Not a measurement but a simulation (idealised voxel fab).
You're looking at the process module voxel transistor to metal.
Section cut is 195 nm wide and gridded with 5 nm square cells.
In what follows, cross-sections appear as grids of square cells, described through bands that run from the top down, where every band is one or more rows of cells. This entry defines a band. It first specifies the height of the band's top and the height of its bottom in nm, and then specifies the band's materials from left to right, stating each material with its width in nm. The word "everywhere" identifies a single material that fills the band from edge to edge, while the word "air" identifies empty space. The reference from which all heights are counted is 0, the level beneath which the as-received wafer is entirely one material; the lowest band, having no lower bound, proceeds downward and is written after the example "top 0, no bottom". The notation "30->40" denotes a width that varies across the rows of cells in the band, beginning at the first number in the top row, finishing at the second number in the bottom row, and changing by an identical amount from each row to the next. What does "changes: none" mean for a step? It means no cell of the cross-section changed in that step. Heads up: "Sealed-off cavities" only lists the empty pockets with no open path to the top that are 8 cells or more, and it writes them as width x height at distance, distance from the left edge, in nm. Whatever follows a step's settings on its line is a remark the simulator itself makes about that step. You can add "overlay nm" to a step's line. For a step with a mask, it describes how far the mask lay to the right of its planned position, and a negative number describes a lay to the left.

LISTED BELOW ARE THE PROCESS STEPS AS PLANNED
1 RECEIVE, material Si
2 OXIDIZE, depth nm 5
3 CONFORMAL_DEP, material SiN, thk nm 10
4 DIRECTIONAL_DEP, material aC, thk nm 10
5 PATTERN, tone cover, mask id ACTIVE, material resist, width nm 105, thk nm 25, overlay nm 0
6 DIRECTIONAL_ETCH, etch materials aC, depth nm 10
7 STRIP, etch materials resist
8 DIRECTIONAL_ETCH, etch materials SiN, depth nm 10
9 DIRECTIONAL_ETCH, etch materials SiO2, depth nm 5
10 DIRECTIONAL_ETCH, etch materials Si, depth nm 35
11 STRIP, etch materials aC
12 OXIDIZE, depth nm 5
13 FILL_DEP, material SiO2, thk nm 15
14 CMP, height nm 10
15 SELECTIVE_ETCH, etch materials SiO2, depth nm 10
16 STRIP, etch materials SiN
17 SELECTIVE_ETCH, etch materials SiO2, depth nm 5
18 OXIDIZE, depth nm 5
19 DIRECTIONAL_DEP, material polySi, thk nm 30
20 DIRECTIONAL_DEP, material SiCN, thk nm 10
21 DIRECTIONAL_DEP, material aC, thk nm 15
22 PATTERN, tone cover, mask id GATE, material resist, width nm 35, thk nm 35, overlay nm 0
23 DIRECTIONAL_ETCH, etch materials aC, depth nm 15
24 STRIP, etch materials resist
25 DIRECTIONAL_ETCH, etch materials SiCN, depth nm 20
26 DIRECTIONAL_ETCH, etch materials polySi, depth nm 40
27 STRIP, etch materials aC
28 CONFORMAL_DEP, material SiO2, thk nm 5
29 DIRECTIONAL_ETCH, etch materials SiO2, depth nm 5
30 CONFORMAL_DEP, material SiN, thk nm 5
31 DIRECTIONAL_ETCH, etch materials SiN, depth nm 5
32 DIRECTIONAL_ETCH, etch materials SiO2, depth nm 5
33 DIRECTIONAL_ETCH, etch materials Si, depth nm 5
34 EPI, material nSi, thk nm 10
35 FILL_DEP, material SiO2, thk nm 10
36 CMP, height nm 25
37 STRIP, etch materials polySi
38 SELECTIVE_ETCH, etch materials SiO2, depth nm 5
39 CONFORMAL_DEP, material HfO2, thk nm 5
40 CONFORMAL_DEP, material TiN, thk nm 5
41 FILL_DEP, material W, thk nm 5
42 CMP, height nm 20
43 DIRECTIONAL_DEP, material SiO2, thk nm 10
44 PATTERN, tone open, mask id CONTACT, material resist, width nm 15, pitch nm 80, thk nm 15, overlay nm 0
45 DIRECTIONAL_ETCH, etch materials SiO2, depth nm 35
46 STRIP, etch materials resist
47 CONFORMAL_DEP, material TiN, thk nm 5
48 FILL_DEP, material W, thk nm 10
49 CMP, height nm 30
50 DIRECTIONAL_DEP, material TiN, thk nm 5
51 DIRECTIONAL_DEP, material Ru, thk nm 20
52 PATTERN, tone cover, mask id METAL_1, material resist, width nm 15, pitch nm 80, thk nm 15, overlay nm 0
53 DIRECTIONAL_ETCH, etch materials Ru, depth nm 20
54 DIRECTIONAL_ETCH, etch materials TiN, depth nm 5
55 STRIP, etch materials resist
56 FILL_DEP, material lowk, thk nm 5
57 CMP, height nm 55
58 CONFORMAL_DEP, material SiCN, thk nm 5
59 DIRECTIONAL_DEP, material SiO2, thk nm 35
60 PATTERN, tone open, mask id METAL_2, material resist, width nm 15, pitch nm 80, thk nm 15, overlay nm 0
61 DIRECTIONAL_ETCH, etch materials SiO2, depth nm 20
62 STRIP, etch materials resist
63 PATTERN, tone open, mask id METAL_2_HOLES, material resist, width nm 15, pitch nm 80, thk nm 15, overlay nm 0
64 DIRECTIONAL_ETCH, etch materials SiO2, depth nm 15
65 DIRECTIONAL_ETCH, etch materials SiCN, depth nm 5
66 STRIP, etch materials resist
67 CONFORMAL_DEP, material TiN, thk nm 5
68 FILL_DEP, material Cu, thk nm 10
69 CMP, height nm 95
70 CONFORMAL_DEP, material SiCN, thk nm 5

THIS IS THE CROSS-SECTION OF THE WAFER AS WE RECEIVED IT, I.E. AFTER STEP 1
  top 0, no bottom = Si everywhere
  Sealed-off cavities: none

ONE MISTAKE IN RUNNING THE MODULE, OTHERWISE START AND PLAN AS ABOVE: CROSS-SECTION AT THE END
  top 100, bottom 95 = SiCN everywhere
  top 95, bottom 60 = 50 of SiO2 | 5 of TiN | 5 of Cu | 5 of TiN | 65 of SiO2 | 5 of TiN | 5 of Cu | 5 of TiN | 50 of SiO2
  top 60, bottom 55 = 50 of SiCN | 15 of TiN | 65 of SiCN | 15 of TiN | 50 of SiCN
  top 55, bottom 35 = 50 of Ru | 15 of lowk | 65 of Ru | 15 of lowk | 50 of Ru
  top 35, bottom 30 = 50 of TiN | 15 of lowk | 65 of TiN | 15 of lowk | 50 of TiN
  top 30, bottom 20 = 50 of SiO2 | 5 of TiN | 5 of W | 5 of TiN | 65 of SiO2 | 5 of TiN | 5 of W | 5 of TiN | 50 of SiO2
  top 20, bottom 5 = 50 of SiO2 | 5 of TiN | 5 of W | 5 of TiN | 5 of SiO2 | 5 of SiN | 5 of HfO2 | 5 of TiN | 25 of W | 5 of TiN | 5 of HfO2 | 5 of SiN | 5 of SiO2 | 5 of TiN | 5 of W | 5 of TiN | 50 of SiO2
  top 5, bottom 0 = 50 of SiO2 | 15 of TiN | 5 of SiO2 | 5 of SiN | 5 of HfO2 | 5 of TiN | 25 of W | 5 of TiN | 5 of HfO2 | 5 of SiN | 5 of SiO2 | 15 of TiN | 50 of SiO2
  top 0, bottom -5 = 50 of SiO2 | 10 of TiN | 10 of nSi | 5 of SiN | 5 of HfO2 | 35 of TiN | 5 of HfO2 | 5 of SiN | 10 of nSi | 10 of TiN | 50 of SiO2
  top -5, bottom -10 = 45 of SiO2 | 25 of nSi | 5 of SiO2 | 45 of HfO2 | 5 of SiO2 | 25 of nSi | 45 of SiO2
  top -10, bottom -15 = 50 of SiO2 | 20 of nSi | 55 of Si | 20 of nSi | 50 of SiO2
  top -15, bottom -45 = 50 of SiO2 | 95 of Si | 50 of SiO2
  top -45, no bottom = Si everywhere
  Sealed-off cavities: none
Diagnosis: in deviation from the planned setting, step 52 was conducted as PATTERN, tone open, mask id METAL_1, material resist, width nm 15, pitch nm 80, thk nm 15, overlay nm 0
